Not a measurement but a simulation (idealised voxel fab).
process module | voxel released beams
cross-section cut | 285 nm wide | cells 5 nm
A cross-section is a grid of square cells, given in bands from the top down. A band is one or more rows of cells.
Each band's line starts with the height of the band's top and of its bottom, in nm. Then come its materials from left to right, each with its width in nm. One material with "throughout" fills the band from edge to edge. "air" is empty space.
Height 0 is the level under which the wafer as received is all one material. The lowest band goes on downwards, as in "0 down".
A width such as "30 to 40" changes by the same amount from each row of cells to the next, from the band's top row to its bottom row.
"no change" after a step means that no cell of the cross-section changed.
closed voids: empty space of 8 cells or more with no open way to the top, each as width x height at its distance from the left edge, in nm
after a step's settings: what the simulator itself notes on the step
overlay nm, on a step with a mask: how far to the right of its planned place the mask lay; to the left if negative
plan
1 op RECEIVE | material Si
2 op CONFORMAL_DEP | material SiN | thk nm 5
3 op DIRECTIONAL_DEP | material SiO2 | thk nm 15
4 op PATTERN | tone open | mask id ANCHOR | material resist | width nm 35 | thk nm 20 | overlay nm 0
5 op DIRECTIONAL_ETCH | etch materials SiO2 | depth nm 15
6 op STRIP | etch materials resist
7 op CONFORMAL_DEP | material polySi | thk nm 15
8 op DIRECTIONAL_DEP | material aC | thk nm 15
9 op PATTERN | tone cover | mask id BEAM | material resist | width nm 100 | thk nm 30 | overlay nm 0
10 op DIRECTIONAL_ETCH | etch materials aC | depth nm 15
11 op STRIP | etch materials resist
12 op DIRECTIONAL_ETCH | etch materials polySi | depth nm 15
13 op STRIP | etch materials aC
14 op STRIP | etch materials SiO2
as received, after step 1
  0 down: Si throughout
  closed voids: none
first wafer at the end, as planned
  35 to 20: air 90 | polySi 20 | air 5 | polySi 75 | air 95
  20 to 5: air 95 | polySi 35 | air 155
  5 to 0: SiN throughout
  0 down: Si throughout
  closed voids: none
second wafer at the end: like start, like plan, one mistake
  35 to 20: air 90 | polySi 100 | air 95
  20 to 15: SiN throughout
  15 to 0: SiO2 throughout
  0 down: Si throughout
  closed voids: none
what went wrong: steps 2 and 3 were swapped
at the end the second wafer has, in cells: 171 more of SiO2 | 18 fewer of polySi
